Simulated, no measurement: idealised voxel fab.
A process module follows: voxel spacer lines.
The cross-section on display is named cut; it measures 225 nm wide, and its cells are 5 nm squares.
Cross-section format: a grid of square cells, given as bands from top to bottom; each band is one or more rows of cells. Band: top height; bottom height; in nm. Then, left to right: material with width in nm, for each material. "throughout": a single material spanning edge to edge. "blank": empty space. Beneath 0, the wafer as received is one material, and that level is where height counting begins. The lowest band goes on downward without a bottom; it is written like "0 -> down". It should be noted that a width expressed as "30->40" varies in equal increments from row to row of cells within the band, taking the value of the first number at the top row and that of the second number at the bottom row. What does "nothing was modified" mean for a step? It means no cell of the cross-section changed in that step. "Enclosed internal cavities": sealed empty spaces, 8 cells or more, no open way to top, listed width x height at distance, with distance from the left edge and width, height and distance in nm. It should be noted that, on the line of a given step, the content following the step's settings is a remark produced by the simulator itself with respect to that step. For masked steps, "overlay nm" on the step line gives how far right of plan the mask actually lay; a minus sign means it lay to the left.
The process steps that were planned are listed below:
1,RECEIVE (material Si)
2,CONFORMAL_DEP (material Al2O3; thk nm 5)
3,DIRECTIONAL_DEP (material polySi; thk nm 20)
4,DIRECTIONAL_DEP (material aC; thk nm 20)
5,PATTERN (tone cover; mask id MANDREL; material resist; width nm 20; pitch nm 70; thk nm 25; overlay nm -15)
6,DIRECTIONAL_ETCH (etch materials aC; depth nm 20)
7,STRIP (etch materials resist)
8,CONFORMAL_DEP (material SiN; thk nm 15)
9,DIRECTIONAL_ETCH (etch materials SiN; depth nm 15)
10,STRIP (etch materials aC)
11,DIRECTIONAL_ETCH (etch materials polySi; depth nm 20)
12,STRIP (etch materials SiN)
Heads up: all these wafers start the same, and what changes between them is the overlay nm in step 5. The value you see in the plan is just what the first wafer got.
As received, i.e. after step 1: cross-section through the first of several wafers:
> 0 -> down | Si throughout
> Enclosed internal cavities: none
Take a look at the first of several wafers in cross-section: the module is done, and step 12 was its last step:
> 25 -> 5 | polySi 15 | blank 20 | polySi 15 | blank 20 | polySi 15 | blank 20 | polySi 15 | blank 20 | polySi 15 | blank 20 | polySi 15 | blank 35
> 5 -> 0 | Al2O3 throughout
> 0 -> down | Si throughout
> Enclosed internal cavities: none
Final wafer cross-section at module end:
> 25 -> 5 | blank 30 | polySi 15 | blank 20 | polySi 15 | blank 20 | polySi 15 | blank 20 | polySi 15 | blank 20 | polySi 15 | blank 20 | polySi 15 | blank 5
> 5 -> 0 | Al2O3 throughout
> 0 -> down | Si throughout
> Enclosed internal cavities: none
Each wafer at the end: cells of each material gained (+) or lost (-) since it was received, then its closed voids:
overlay nm -15, +45 Al2O3, +72 polySi, Enclosed internal cavities: none
overlay nm -10, +45 Al2O3, +72 polySi, Enclosed internal cavities: none
overlay nm -5, +45 Al2O3, +72 polySi, Enclosed internal cavities: none
overlay nm 0, +45 Al2O3, +72 polySi, Enclosed internal cavities: none
overlay nm 5, +45 Al2O3, +72 polySi, Enclosed internal cavities: none
overlay nm 10, +45 Al2O3, +72 polySi, Enclosed internal cavities: none
overlay nm 15, +45 Al2O3, +72 polySi, Enclosed internal cavities: none
